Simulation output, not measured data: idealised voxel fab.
A process module follows: voxel capacitor over wiring.
The cross-section shown here is cut; it is 165 nm wide and divided into square cells measuring 5 nm on a side.
Format of a cross-section: grid, square cells. Given as bands. Order: top down. Band: one or more rows of cells.
Each band's line starts with the height of the band's top and of its bottom, in nm. Then come its materials from left to right, each with its width in nm. One material with "all across" fills the band from edge to edge. "empty" is empty space.
Heads up on the height convention: 0 is the point under which the incoming wafer is all one material, and the lowest band has no bottom, it just keeps going down, like "0 -> down".
Per-row width for "30..40": begins at first number (top row of band), ends at second number (bottom row), increment between rows held constant.
You'll sometimes find "nothing got changed" written for a step, and that's the way of saying that nowhere in the cross-section did a cell change during that step.
"Encapsulated voids" specifies each empty space that is not open to the top and that occupies no fewer than 8 cells, using the form width x height at distance, the distance measured from the left edge and all three quantities in nm.
On a step's line, text after the settings is the simulator commenting on that step.
overlay nm: right-of-plan distance of the mask on a masked step; negative values mean left-of-plan.
Read each pair as before and after one process step. The after cross-section shows only down to the lowest band that changed. The step between them and its settings are given below the pair. Pairs can come from different runs of this module on the same starting wafer. A pair continues from the pair above only where its "Status quo ante" entry says so.
# Status quo ante
- 55 -> 40 | SiO2 all across
- 40 -> 35 | SiCN all across
- 35 -> 30 | 25 SiCN, then 30 TiN, then 50 SiCN, then 30 TiN, then 30 SiCN
- 30 -> 0 | SiO2 all across
- 0 -> down | Si all across
- Encapsulated voids: none
# Cross-Section After Step
- 55 -> 40 | 40 SiO2, then 15 empty, then 110 SiO2
- Below 40 it's all the same as before, nothing changed down there.
- Encapsulated voids: none
Step that separates the before view from the after view above: MASKED_ETCH with tone open, mask id PLUG_1, width nm 15, etch materials SiO2, depth nm 15, overlay nm 0
Status quo ante: The prior state of this step coincides with the post-step cross-section of the pair just above.
# Cross-Section After Step
- 55 -> 40 | 40 SiO2, then 15 empty, then 110 SiO2
- 40 -> 35 | 40 SiCN, then 15 empty, then 110 SiCN
- Below 35 it's all the same as before, nothing changed down there.
- Encapsulated voids: none
Step that separates the before view from the after view above: MASKED_ETCH with tone open, mask id PLUG_1, width nm 15, etch materials SiCN, depth nm 5, overlay nm 0
Status quo ante: The prior state of this step coincides with the post-step cross-section of the pair just above.
# Cross-Section After Step
- 55 -> 45 | 40 SiO2, then 15 empty, then 110 SiO2
- 45 -> 40 | 40 SiO2, then 15 Ru, then 110 SiO2
- 40 -> 35 | 40 SiCN, then 15 Ru, then 110 SiCN
- Below 35 it's all the same as before, nothing changed down there.
- Encapsulated voids: none
Step that separates the before view from the after view above: EPI with material Ru, thk nm 10
Status quo ante: The prior state of this step coincides with the post-step cross-section of the pair just above.
# Cross-Section After Step
- 55 -> 40 | 40 SiO2, then 15 Ru, then 110 SiO2
- Below 40 it's all the same as before, nothing changed down there.
- Encapsulated voids: none
Step that separates the before view from the after view above: EPI with material Ru, thk nm 10
Status quo ante: The prior state of this step coincides with the post-step cross-section of the pair just above.
# Cross-Section After Step
- 65 -> 55 | TiN all across
- Below 55 it's all the same as before, nothing changed down there.
- Encapsulated voids: none
Step that separates the before view from the after view above: DIRECTIONAL_DEP with material TiN, thk nm 10
Status quo ante: The prior state of this step coincides with the post-step cross-section of the pair just above.
# Cross-Section After Step
- 70 -> 65 | SiN all across
- Below 65 it's all the same as before, nothing changed down there.
- Encapsulated voids: none
Step that separates the before view from the after view above: DIRECTIONAL_DEP with material SiN, thk nm 5
Status quo ante: The prior state of this step coincides with the post-step cross-section of the pair just above.
# Cross-Section After Step
- 75 -> 70 | TiN all across
- Below 70 it's all the same as before, nothing changed down there.
- Encapsulated voids: none
Step that separates the before view from the after view above: DIRECTIONAL_DEP with material TiN, thk nm 5
Status quo ante: The prior state of this step coincides with the post-step cross-section of the pair just above.
# Cross-Section After Step
- 90 -> 75 | 40 empty, then 55 resist, then 70 empty
- Below 75 it's all the same as before, nothing changed down there.
- Encapsulated voids: none
Step that separates the before view from the after view above: PATTERN with tone cover, mask id UPPER_PLATE, material resist, width nm 55, thk nm 15, overlay nm 0
Status quo ante: The prior state of this step coincides with the post-step cross-section of the pair just above.
# Cross-Section After Step
- 90 -> 75 | 40 empty, then 55 resist, then 70 empty
- 75 -> 70 | 40 empty, then 55 TiN, then 70 empty
- Below 70 it's all the same as before, nothing changed down there.
- Encapsulated voids: none
Step that separates the before view from the after view above: DIRECTIONAL_ETCH with etch materials TiN, depth nm 5
Status quo ante: The prior state of this step coincides with the post-step cross-section of the pair just above.
# Cross-Section After Step
- 90 -> 75 | 40 empty, then 55 resist, then 70 empty
- 75 -> 70 | 40 empty, then 55 TiN, then 70 empty
- 70 -> 65 | 40 empty, then 55 SiN, then 70 empty
- Below 65 it's all the same as before, nothing changed down there.
- Encapsulated voids: none
Step that separates the before view from the after view above: DIRECTIONAL_ETCH with etch materials SiN, depth nm 5
Status quo ante: The prior state of this step coincides with the post-step cross-section of the pair just above.
# Cross-Section After Step
- 75 -> 70 | 40 empty, then 55 TiN, then 70 empty
- Below 70 it's all the same as before, nothing changed down there.
- Encapsulated voids: none
Step that separates the before view from the after view above: STRIP with etch materials resist
Status quo ante: The prior state of this step coincides with the post-step cross-section of the pair just above.
# Cross-Section After Step
- 75 -> 70 | 40 empty, then 55 TiN, then 70 empty
- 70 -> 65 | 40 empty, then 55 SiN, then 70 empty
- 65 -> 55 | 35 empty, then 65 TiN, then 65 empty
- Below 55 it's all the same as before, nothing changed down there.
- Encapsulated voids: none
Step that separates the before view from the after view above: MASKED_ETCH with tone cover, mask id LOWER_PLATE, width nm 65, etch materials TiN, depth nm 10, overlay nm 0
Status quo ante: The prior state of this step coincides with the post-step cross-section of the pair just above.
# Cross-Section After Step
- 90 -> 75 | SiO2 all across
- 75 -> 70 | 40 SiO2, then 55 TiN, then 70 SiO2
- 70 -> 65 | 40 SiO2, then 55 SiN, then 70 SiO2
- 65 -> 55 | 35 SiO2, then 65 TiN, then 65 SiO2
- Below 55 it's all the same as before, nothing changed down there.
- Encapsulated voids: none
Step that separates the before view from the after view above: FILL_DEP with material SiO2, thk nm 15
Status quo ante: The prior state of this step coincides with the post-step cross-section of the pair just above.
# Cross-Section After Step
- 85 -> 75 | SiO2 all across
- Below 75 it's all the same as before, nothing changed down there.
- Encapsulated voids: none
Step that separates the before view from the after view above: CMP with height nm 85
Status quo ante: The prior state of this step coincides with the post-step cross-section of the pair just above.
# Cross-Section After Step
- 85 -> 75 | 50 SiO2, then 15 empty, then 100 SiO2
- Below 75 it's all the same as before, nothing changed down there.
- Encapsulated voids: none
Step that separates the before view from the after view above: MASKED_ETCH with tone open, mask id PLUG_2, width nm 15, etch materials SiO2, depth nm 10, overlay nm 0
Status quo ante: The prior state of this step coincides with the post-step cross-section of the pair just above.
# Cross-Section After Step
- 90 -> 85 | 55 TiN, then 5 empty, then 105 TiN
- 85 -> 80 | 50 SiO2, then 5 TiN, then 5 empty, then 5 TiN, then 100 SiO2
- 80 -> 70 | 50..40 SiO2, then 15..55 TiN, then 100..70 SiO2
- Below 70 it's all the same as before, nothing changed down there.
- Encapsulated voids: none
Step that separates the before view from the after view above: CONFORMAL_DEP with material TiN, thk nm 5
Status quo ante: The prior state of this step coincides with the post-step cross-section of the pair just above.
# Cross-Section After Step
- 95 -> 90 | Cu all across
- 90 -> 85 | 55 TiN, then 5 Cu, then 105 TiN
- 85 -> 80 | 50 SiO2, then 5 TiN, then 5 Cu, then 5 TiN, then 100 SiO2
- Below 80 it's all the same as before, nothing changed down there.
- Encapsulated voids: none
Step that separates the before view from the after view above: FILL_DEP with material Cu, thk nm 5
Status quo ante: The prior state of this step coincides with the post-step cross-section of the pair just above.
# Cross-Section After Step
- 85 -> 80 | 50 SiO2, then 5 TiN, then 5 Cu, then 5 TiN, then 100 SiO2
- Below 80 it's all the same as before, nothing changed down there.
- Encapsulated voids: none
Step that separates the before view from the after view above: CMP with height nm 85
Status quo ante: The prior state of this step coincides with the post-step cross-section of the pair just above.
# Cross-Section After Step
- 90 -> 85 | SiN all across
- Below 85 it's all the same as before, nothing changed down there.
- Encapsulated voids: none
Step that separates the before view from the after view above: CONFORMAL_DEP with material SiN, thk nm 5
# Status quo ante
- 35 -> 20 | 20 lowk, then 5 SiCN, then 30 W, then 5 SiCN, then 40 lowk, then 5 SiCN, then 30 W, then 5 SiCN, then 25 lowk
- 20 -> 15 | 25 SiCN, then 30 TiN, then 50 SiCN, then 30 TiN, then 30 SiCN
- 15 -> 0 | SiO2 all across
- 0 -> down | Si all across
- Encapsulated voids: none
# Cross-Section After Step
- 50 -> 35 | SiO2 all across
- Below 35 it's all the same as before, nothing changed down there.
- Encapsulated voids: none
Step that separates the before view from the after view above: DIRECTIONAL_DEP with material SiO2, thk nm 15
Status quo ante: The prior state of this step coincides with the post-step cross-section of the pair just above.
# Cross-Section After Step
- 55 -> 50 | SiCN all across
- Below 50 it's all the same as before, nothing changed down there.
- Encapsulated voids: none
Step that separates the before view from the after view above: CONFORMAL_DEP with material SiCN, thk nm 5
Status quo ante: The prior state of this step coincides with the post-step cross-section of the pair just above.
# Cross-Section After Step
- 55 -> 50 | 40 SiCN, then 15 empty, then 110 SiCN
- Below 50 it's all the same as before, nothing changed down there.
- Encapsulated voids: none
Step that separates the before view from the after view above: MASKED_ETCH with tone open, mask id PLUG_1, width nm 15, etch materials SiCN, depth nm 5, overlay nm 0
Status quo ante: The prior state of this step coincides with the post-step cross-section of the pair just above.
# Cross-Section After Step
- 65 -> 60 | 40 TiN, then 15 empty, then 110 TiN
- 60 -> 55 | TiN all across
- 55 -> 50 | 40 SiCN, then 15 TiN, then 110 SiCN
- Below 50 it's all the same as before, nothing changed down there.
- Encapsulated voids: none
Step that separates the before view from the after view above: DIRECTIONAL_DEP with material TiN, thk nm 10
Status quo ante: The prior state of this step coincides with the post-step cross-section of the pair just above.
# Cross-Section After Step
- 70 -> 65 | 40 SiN, then 15 empty, then 110 SiN
- 65 -> 60 | 40 TiN, then 15 SiN, then 110 TiN
- Below 60 it's all the same as before, nothing changed down there.
- Encapsulated voids: none
Step that separates the before view from the after view above: DIRECTIONAL_DEP with material SiN, thk nm 5
Status quo ante: The prior state of this step coincides with the post-step cross-section of the pair just above.
# Cross-Section After Step
- 75 -> 70 | 40 TiN, then 15 empty, then 110 TiN
- 70 -> 65 | 40 SiN, then 15 TiN, then 110 SiN
- Below 65 it's all the same as before, nothing changed down there.
- Encapsulated voids: none
Step that separates the before view from the after view above: DIRECTIONAL_DEP with material TiN, thk nm 5
Status quo ante: The prior state of this step coincides with the post-step cross-section of the pair just above.
# Cross-Section After Step
- 90 -> 75 | 40 empty, then 55 resist, then 70 empty
- 75 -> 70 | 40 TiN, then 15 resist, then 110 TiN
- Below 70 it's all the same as before, nothing changed down there.
- Encapsulated voids: none
Step that separates the before view from the after view above: PATTERN with tone cover, mask id UPPER_PLATE, material resist, width nm 55, thk nm 15, overlay nm 0
Status quo ante: The prior state of this step coincides with the post-step cross-section of the pair just above.
# Cross-Section After Step
- 90 -> 75 | 40 empty, then 55 resist, then 70 empty
- 75 -> 70 | 40 empty, then 15 resist, then 40 TiN, then 70 empty
- Below 70 it's all the same as before, nothing changed down there.
- Encapsulated voids: none
Step that separates the before view from the after view above: DIRECTIONAL_ETCH with etch materials TiN, depth nm 5
Status quo ante: The prior state of this step coincides with the post-step cross-section of the pair just above.
# Cross-Section After Step
- 90 -> 75 | 40 empty, then 55 resist, then 70 empty
- 75 -> 70 | 40 empty, then 15 resist, then 40 TiN, then 70 empty
- 70 -> 65 | 40 empty, then 15 TiN, then 40 SiN, then 70 empty
- Below 65 it's all the same as before, nothing changed down there.
- Encapsulated voids: none
Step that separates the before view from the after view above: DIRECTIONAL_ETCH with etch materials SiN, depth nm 5
Status quo ante: The prior state of this step coincides with the post-step cross-section of the pair just above.
# Cross-Section After Step
- 75 -> 70 | 55 empty, then 40 TiN, then 70 empty
- Below 70 it's all the same as before, nothing changed down there.
- Encapsulated voids: none
Step that separates the before view from the after view above: STRIP with etch materials resist
Status quo ante: The prior state of this step coincides with the post-step cross-section of the pair just above.
# Cross-Section After Step
- 75 -> 70 | 55 empty, then 40 TiN, then 70 empty
- 70 -> 65 | 40 empty, then 15 TiN, then 40 SiN, then 70 empty
- 65 -> 60 | 35 empty, then 5 TiN, then 15 SiN, then 45 TiN, then 65 empty
- 60 -> 55 | 35 empty, then 65 TiN, then 65 empty
- Below 55 it's all the same as before, nothing changed down there.
- Encapsulated voids: none
Step that separates the before view from the after view above: MASKED_ETCH with tone cover, mask id LOWER_PLATE, width nm 65, etch materials TiN, depth nm 10, overlay nm 0
Status quo ante: The prior state of this step coincides with the post-step cross-section of the pair just above.
# Cross-Section After Step
- 90 -> 75 | SiO2 all across
- 75 -> 70 | 55 SiO2, then 40 TiN, then 70 SiO2
- 70 -> 65 | 40 SiO2, then 15 TiN, then 40 SiN, then 70 SiO2
- 65 -> 60 | 35 SiO2, then 5 TiN, then 15 SiN, then 45 TiN, then 65 SiO2
- 60 -> 55 | 35 SiO2, then 65 TiN, then 65 SiO2
- Below 55 it's all the same as before, nothing changed down there.
- Encapsulated voids: none
Step that separates the before view from the after view above: FILL_DEP with material SiO2, thk nm 15
Status quo ante: The prior state of this step coincides with the post-step cross-section of the pair just above.
# Cross-Section After Step
- 85 -> 75 | SiO2 all across
- Below 75 it's all the same as before, nothing changed down there.
- Encapsulated voids: none
Step that separates the before view from the after view above: CMP with height nm 85
Status quo ante: The prior state of this step coincides with the post-step cross-section of the pair just above.
# Cross-Section After Step
- 85 -> 75 | 50 SiO2, then 15 empty, then 100 SiO2
- Below 75 it's all the same as before, nothing changed down there.
- Encapsulated voids: none
Step that separates the before view from the after view above: MASKED_ETCH with tone open, mask id PLUG_2, width nm 15, etch materials SiO2, depth nm 10, overlay nm 0
Status quo ante: The prior state of this step coincides with the post-step cross-section of the pair just above.
# Cross-Section After Step
- 90 -> 85 | 55 TiN, then 5 empty, then 105 TiN
- 85 -> 80 | 50 SiO2, then 5 TiN, then 5 empty, then 5 TiN, then 100 SiO2
- 80 -> 70 | 50..55 SiO2, then 15..40 TiN, then 100..70 SiO2
- Below 70 it's all the same as before, nothing changed down there.
- Encapsulated voids: none
Step that separates the before view from the after view above: CONFORMAL_DEP with material TiN, thk nm 5
Status quo ante: The prior state of this step coincides with the post-step cross-section of the pair just above.
# Cross-Section After Step
- 95 -> 90 | Cu all across
- 90 -> 85 | 55 TiN, then 5 Cu, then 105 TiN
- 85 -> 80 | 50 SiO2, then 5 TiN, then 5 Cu, then 5 TiN, then 100 SiO2
- Below 80 it's all the same as before, nothing changed down there.
- Encapsulated voids: none
Step that separates the before view from the after view above: FILL_DEP with material Cu, thk nm 5
Status quo ante: The prior state of this step coincides with the post-step cross-section of the pair just above.
# Cross-Section After Step
- 85 -> 80 | 50 SiO2, then 5 TiN, then 5 Cu, then 5 TiN, then 100 SiO2
- Below 80 it's all the same as before, nothing changed down there.
- Encapsulated voids: none
Step that separates the before view from the after view above: CMP with height nm 85
Status quo ante: The prior state of this step coincides with the post-step cross-section of the pair just above.
# Cross-Section After Step
- 90 -> 85 | SiN all across
- Below 85 it's all the same as before, nothing changed down there.
- Encapsulated voids: none
Step that separates the before view from the after view above: CONFORMAL_DEP with material SiN, thk nm 5
# Status quo ante
- 55 -> 40 | 40 SiO2, then 15 Ru, then 110 SiO2
- 40 -> 35 | 40 SiCN, then 15 Ru, then 110 SiCN
- 35 -> 20 | 20 lowk, then 5 SiCN, then 30 W, then 5 SiCN, then 40 lowk, then 5 SiCN, then 30 W, then 5 SiCN, then 25 lowk
- 20 -> 15 | 25 SiCN, then 30 TiN, then 50 SiCN, then 30 TiN, then 30 SiCN
- 15 -> 0 | SiO2 all across
- 0 -> down | Si all across
- Encapsulated voids: none
# Cross-Section After Step
- 60 -> 55 | TiN all across
- Below 55 it's all the same as before, nothing changed down there.
- Encapsulated voids: none
Step that separates the before view from the after view above: DIRECTIONAL_DEP with material TiN, thk nm 5
Status quo ante: The prior state of this step coincides with the post-step cross-section of the pair just above.
# Cross-Section After Step
- 65 -> 60 | SiN all across
- Below 60 it's all the same as before, nothing changed down there.
- Encapsulated voids: none
Step that separates the before view from the after view above: DIRECTIONAL_DEP with material SiN, thk nm 5
Status quo ante: The prior state of this step coincides with the post-step cross-section of the pair just above.
# Cross-Section After Step
- 70 -> 65 | TiN all across
- Below 65 it's all the same as before, nothing changed down there.
- Encapsulated voids: none
Step that separates the before view from the after view above: DIRECTIONAL_DEP with material TiN, thk nm 5
Status quo ante: The prior state of this step coincides with the post-step cross-section of the pair just above.
# Cross-Section After Step
- 85 -> 70 | 40 empty, then 55 resist, then 70 empty
- Below 70 it's all the same as before, nothing changed down there.
- Encapsulated voids: none
Step that separates the before view from the after view above: PATTERN with tone cover, mask id UPPER_PLATE, material resist, width nm 55, thk nm 15, overlay nm 0
Status quo ante: The prior state of this step coincides with the post-step cross-section of the pair just above.
# Cross-Section After Step
- 85 -> 70 | 40 empty, then 55 resist, then 70 empty
- 70 -> 65 | 40 empty, then 55 TiN, then 70 empty
- Below 65 it's all the same as before, nothing changed down there.
- Encapsulated voids: none
Step that separates the before view from the after view above: DIRECTIONAL_ETCH with etch materials TiN, depth nm 5
Status quo ante: The prior state of this step coincides with the post-step cross-section of the pair just above.
# Cross-Section After Step
- 85 -> 70 | 40 empty, then 55 resist, then 70 empty
- 70 -> 65 | 40 empty, then 55 TiN, then 70 empty
- 65 -> 60 | 40 empty, then 55 SiN, then 70 empty
- Below 60 it's all the same as before, nothing changed down there.
- Encapsulated voids: none
Step that separates the before view from the after view above: DIRECTIONAL_ETCH with etch materials SiN, depth nm 5
Status quo ante: The prior state of this step coincides with the post-step cross-section of the pair just above.
# Cross-Section After Step
- 70 -> 65 | 40 empty, then 55 TiN, then 70 empty
- Below 65 it's all the same as before, nothing changed down there.
- Encapsulated voids: none
Step that separates the before view from the after view above: STRIP with etch materials resist
Status quo ante: The prior state of this step coincides with the post-step cross-section of the pair just above.
# Cross-Section After Step
- 70 -> 65 | 40 empty, then 55 TiN, then 70 empty
- 65 -> 60 | 40 empty, then 55 SiN, then 70 empty
- 60 -> 55 | 35 empty, then 65 TiN, then 65 empty
- Below 55 it's all the same as before, nothing changed down there.
- Encapsulated voids: none
Step that separates the before view from the after view above: MASKED_ETCH with tone cover, mask id LOWER_PLATE, width nm 65, etch materials TiN, depth nm 10, overlay nm 0
Status quo ante: The prior state of this step coincides with the post-step cross-section of the pair just above.
# Cross-Section After Step
- 85 -> 70 | SiO2 all across
- 70 -> 65 | 40 SiO2, then 55 TiN, then 70 SiO2
- 65 -> 60 | 40 SiO2, then 55 SiN, then 70 SiO2
- 60 -> 55 | 35 SiO2, then 65 TiN, then 65 SiO2
- Below 55 it's all the same as before, nothing changed down there.
- Encapsulated voids: none
Step that separates the before view from the after view above: FILL_DEP with material SiO2, thk nm 15
Status quo ante: The prior state of this step coincides with the post-step cross-section of the pair just above.
# Cross-Section After Step
- 85 -> 75 | 50 SiO2, then 15 empty, then 100 SiO2
- Below 75 it's all the same as before, nothing changed down there.
- Encapsulated voids: none
Step that separates the before view from the after view above: MASKED_ETCH with tone open, mask id PLUG_2, width nm 15, etch materials SiO2, depth nm 10, overlay nm 0
Status quo ante: The prior state of this step coincides with the post-step cross-section of the pair just above.
# Cross-Section After Step
- 90 -> 85 | 55 TiN, then 5 empty, then 105 TiN
- 85 -> 80 | 50 SiO2, then 5 TiN, then 5 empty, then 5 TiN, then 100 SiO2
- 80 -> 75 | 50 SiO2, then 15 TiN, then 100 SiO2
- Below 75 it's all the same as before, nothing changed down there.
- Encapsulated voids: none
Step that separates the before view from the after view above: CONFORMAL_DEP with material TiN, thk nm 5
Status quo ante: The prior state of this step coincides with the post-step cross-section of the pair just above.
# Cross-Section After Step
- 95 -> 90 | Cu all across
- 90 -> 85 | 55 TiN, then 5 Cu, then 105 TiN
- 85 -> 80 | 50 SiO2, then 5 TiN, then 5 Cu, then 5 TiN, then 100 SiO2
- Below 80 it's all the same as before, nothing changed down there.
- Encapsulated voids: none
Step that separates the before view from the after view above: FILL_DEP with material Cu, thk nm 5
Status quo ante: The prior state of this step coincides with the post-step cross-section of the pair just above.
# Cross-Section After Step
- 85 -> 80 | 50 SiO2, then 5 TiN, then 5 Cu, then 5 TiN, then 100 SiO2
- Below 80 it's all the same as before, nothing changed down there.
- Encapsulated voids: none
Step that separates the before view from the after view above: CMP with height nm 85
Status quo ante: The prior state of this step coincides with the post-step cross-section of the pair just above.
# Cross-Section After Step
- 90 -> 85 | SiN all across
- Below 85 it's all the same as before, nothing changed down there.
- Encapsulated voids: none
Step that separates the before view from the after view above: CONFORMAL_DEP with material SiN, thk nm 5
# Status quo ante
- 45 -> 35 | aC all across
- 35 -> 20 | W all across
- 20 -> 15 | TiN all across
- 15 -> 0 | SiO2 all across
- 0 -> down | Si all across
- Encapsulated voids: none
# Cross-Section After Step
- 70 -> 45 | 20 empty, then 40 resist, then 40 empty, then 40 resist, then 25 empty
- Below 45 it's all the same as before, nothing changed down there.
- Encapsulated voids: none
Step that separates the before view from the after view above: PATTERN with tone cover, mask id METAL_1, material resist, width nm 40, pitch nm 80, thk nm 25, overlay nm 0
Status quo ante: The prior state of this step coincides with the post-step cross-section of the pair just above.
# Cross-Section After Step
- 60 -> 45 | 20 empty, then 40 resist, then 40 empty, then 40 resist, then 25 empty
- 45 -> 35 | 20 empty, then 40 aC, then 40 empty, then 40 aC, then 25 empty
- Below 35 it's all the same as before, nothing changed down there.
- Encapsulated voids: none
Step that separates the before view from the after view above: DIRECTIONAL_ETCH with etch materials aC, depth nm 10
Status quo ante: The prior state of this step coincides with the post-step cross-section of the pair just above.
# Cross-Section After Step
- 45 -> 35 | 20 empty, then 40 aC, then 40 empty, then 40 aC, then 25 empty
- Below 35 it's all the same as before, nothing changed down there.
- Encapsulated voids: none
Step that separates the before view from the after view above: STRIP with etch materials resist
Status quo ante: The prior state of this step coincides with the post-step cross-section of the pair just above.
# Cross-Section After Step
- 45 -> 35 | 20 empty, then 40 aC, then 40 empty, then 40 aC, then 25 empty
- 35 -> 20 | 20 empty, then 40 W, then 40 empty, then 40 W, then 25 empty
- Below 20 it's all the same as before, nothing changed down there.
- Encapsulated voids: none
Step that separates the before view from the after view above: DIRECTIONAL_ETCH with etch materials W, depth nm 15
Status quo ante: The prior state of this step coincides with the post-step cross-section of the pair just above.
# Cross-Section After Step
- 45 -> 35 | 20 empty, then 40 aC, then 40 empty, then 40 aC, then 25 empty
- 35 -> 20 | 20 empty, then 40 W, then 40 empty, then 40 W, then 25 empty
- 20 -> 15 | 20 empty, then 40 TiN, then 40 empty, then 40 TiN, then 25 empty
- Below 15 it's all the same as before, nothing changed down there.
- Encapsulated voids: none
Step that separates the before view from the after view above: DIRECTIONAL_ETCH with etch materials TiN, depth nm 5
Status quo ante: The prior state of this step coincides with the post-step cross-section of the pair just above.
# Cross-Section After Step
- 35 -> 20 | 20 empty, then 40 W, then 40 empty, then 40 W, then 25 empty
- Below 20 it's all the same as before, nothing changed down there.
- Encapsulated voids: none
Step that separates the before view from the after view above: STRIP with etch materials aC
Status quo ante: The prior state of this step coincides with the post-step cross-section of the pair just above.
# Cross-Section After Step
- 40 -> 35 | 15 empty, then 50 SiCN, then 30 empty, then 50 SiCN, then 20 empty
- 35 -> 20 | 15 empty, then 5 SiCN, then 40 W, then 5 SiCN, then 30 empty, then 5 SiCN, then 40 W, then 5 SiCN, then 20 empty
- 20 -> 15 | 20 SiCN, then 40 TiN, then 40 SiCN, then 40 TiN, then 25 SiCN
- Below 15 it's all the same as before, nothing changed down there.
- Encapsulated voids: none
Step that separates the before view from the after view above: CONFORMAL_DEP with material SiCN, thk nm 5
Status quo ante: The prior state of this step coincides with the post-step cross-section of the pair just above.
# Cross-Section After Step
- 45 -> 40 | lowk all across
- 40 -> 35 | 15 lowk, then 50 SiCN, then 30 lowk, then 50 SiCN, then 20 lowk
- 35 -> 20 | 15 lowk, then 5 SiCN, then 40 W, then 5 SiCN, then 30 lowk, then 5 SiCN, then 40 W, then 5 SiCN, then 20 lowk
- Below 20 it's all the same as before, nothing changed down there.
- Encapsulated voids: none
Step that separates the before view from the after view above: FILL_DEP with material lowk, thk nm 5
Status quo ante: The prior state of this step coincides with the post-step cross-section of the pair just above.
# Cross-Section After Step
- 35 -> 20 | 15 lowk, then 5 SiCN, then 40 W, then 5 SiCN, then 30 lowk, then 5 SiCN, then 40 W, then 5 SiCN, then 20 lowk
- Below 20 it's all the same as before, nothing changed down there.
- Encapsulated voids: none
Step that separates the before view from the after view above: CMP with height nm 35
Status quo ante: The prior state of this step coincides with the post-step cross-section of the pair just above.
# Cross-Section After Step
- 40 -> 35 | SiCN all across
- Below 35 it's all the same as before, nothing changed down there.
- Encapsulated voids: none
Step that separates the before view from the after view above: CONFORMAL_DEP with material SiCN, thk nm 5
Status quo ante: The prior state of this step coincides with the post-step cross-section of the pair just above.
# Cross-Section After Step
- 55 -> 40 | SiO2 all across
- Below 40 it's all the same as before, nothing changed down there.
- Encapsulated voids: none
Step that separates the before view from the after view above: DIRECTIONAL_DEP with material SiO2, thk nm 15
Status quo ante: The prior state of this step coincides with the post-step cross-section of the pair just above.
# Cross-Section After Step
- 55 -> 40 | 40 SiO2, then 15 empty, then 110 SiO2
- Below 40 it's all the same as before, nothing changed down there.
- Encapsulated voids: none
Step that separates the before view from the after view above: MASKED_ETCH with tone open, mask id PLUG_1, width nm 15, etch materials SiO2, depth nm 15, overlay nm 0
Status quo ante: The prior state of this step coincides with the post-step cross-section of the pair just above.
# Cross-Section After Step
- 55 -> 40 | 40 SiO2, then 15 empty, then 110 SiO2
- 40 -> 35 | 40 SiCN, then 15 empty, then 110 SiCN
- Below 35 it's all the same as before, nothing changed down there.
- Encapsulated voids: none
Step that separates the before view from the after view above: MASKED_ETCH with tone open, mask id PLUG_1, width nm 15, etch materials SiCN, depth nm 5, overlay nm 0
Status quo ante: The prior state of this step coincides with the post-step cross-section of the pair just above.
# Cross-Section After Step
- 55 -> 45 | 40 SiO2, then 15 empty, then 110 SiO2
- 45 -> 40 | 40 SiO2, then 15 Ru, then 110 SiO2
- 40 -> 35 | 40 SiCN, then 15 Ru, then 110 SiCN
- Below 35 it's all the same as before, nothing changed down there.
- Encapsulated voids: none
Step that separates the before view from the after view above: EPI with material Ru, thk nm 10
Status quo ante: The prior state of this step coincides with the post-step cross-section of the pair just above.
# Cross-Section After Step
- 55 -> 40 | 40 SiO2, then 15 Ru, then 110 SiO2
- Below 40 it's all the same as before, nothing changed down there.
- Encapsulated voids: none
Step that separates the before view from the after view above: EPI with material Ru, thk nm 10
Status quo ante: The prior state of this step coincides with the post-step cross-section of the pair just above.
# Cross-Section After Step
- 65 -> 55 | TiN all across
- Below 55 it's all the same as before, nothing changed down there.
- Encapsulated voids: none
Step that separates the before view from the after view above: DIRECTIONAL_DEP with material TiN, thk nm 10
Status quo ante: The prior state of this step coincides with the post-step cross-section of the pair just above.
# Cross-Section After Step
- 70 -> 65 | SiN all across
- Below 65 it's all the same as before, nothing changed down there.
- Encapsulated voids: none
Step that separates the before view from the after view above: DIRECTIONAL_DEP with material SiN, thk nm 5
Status quo ante: The prior state of this step coincides with the post-step cross-section of the pair just above.
# Cross-Section After Step
- 75 -> 70 | TiN all across
- Below 70 it's all the same as before, nothing changed down there.
- Encapsulated voids: none
Step that separates the before view from the after view above: DIRECTIONAL_DEP with material TiN, thk nm 5
Status quo ante: The prior state of this step coincides with the post-step cross-section of the pair just above.
# Cross-Section After Step
- 90 -> 75 | 40 empty, then 55 resist, then 70 empty
- Below 75 it's all the same as before, nothing changed down there.
- Encapsulated voids: none
Step that separates the before view from the after view above: PATTERN with tone cover, mask id UPPER_PLATE, material resist, width nm 55, thk nm 15, overlay nm 0
Status quo ante: The prior state of this step coincides with the post-step cross-section of the pair just above.
# Cross-Section After Step
- 90 -> 75 | 40 empty, then 55 resist, then 70 empty
- 75 -> 70 | 40 empty, then 55 TiN, then 70 empty
- Below 70 it's all the same as before, nothing changed down there.
- Encapsulated voids: none
Step that separates the before view from the after view above: DIRECTIONAL_ETCH with etch materials TiN, depth nm 5
Status quo ante: The prior state of this step coincides with the post-step cross-section of the pair just above.
# Cross-Section After Step
- 90 -> 75 | 40 empty, then 55 resist, then 70 empty
- 75 -> 70 | 40 empty, then 55 TiN, then 70 empty
- 70 -> 65 | 40 empty, then 55 SiN, then 70 empty
- Below 65 it's all the same as before, nothing changed down there.
- Encapsulated voids: none
Step that separates the before view from the after view above: DIRECTIONAL_ETCH with etch materials SiN, depth nm 5
Status quo ante: The prior state of this step coincides with the post-step cross-section of the pair just above.
# Cross-Section After Step
- 75 -> 70 | 40 empty, then 55 TiN, then 70 empty
- Below 70 it's all the same as before, nothing changed down there.
- Encapsulated voids: none
Step that separates the before view from the after view above: STRIP with etch materials resist
Status quo ante: The prior state of this step coincides with the post-step cross-section of the pair just above.
# Cross-Section After Step
- 75 -> 70 | 40 empty, then 55 TiN, then 70 empty
- 70 -> 65 | 40 empty, then 55 SiN, then 70 empty
- 65 -> 55 | 35 empty, then 65 TiN, then 65 empty
- Below 55 it's all the same as before, nothing changed down there.
- Encapsulated voids: none
Step that separates the before view from the after view above: MASKED_ETCH with tone cover, mask id LOWER_PLATE, width nm 65, etch materials TiN, depth nm 10, overlay nm 0
Status quo ante: The prior state of this step coincides with the post-step cross-section of the pair just above.
# Cross-Section After Step
- 90 -> 75 | SiO2 all across
- 75 -> 70 | 40 SiO2, then 55 TiN, then 70 SiO2
- 70 -> 65 | 40 SiO2, then 55 SiN, then 70 SiO2
- 65 -> 55 | 35 SiO2, then 65 TiN, then 65 SiO2
- Below 55 it's all the same as before, nothing changed down there.
- Encapsulated voids: none
Step that separates the before view from the after view above: FILL_DEP with material SiO2, thk nm 15
Status quo ante: The prior state of this step coincides with the post-step cross-section of the pair just above.
# Cross-Section After Step
- 85 -> 75 | SiO2 all across
- Below 75 it's all the same as before, nothing changed down there.
- Encapsulated voids: none
Step that separates the before view from the after view above: CMP with height nm 85
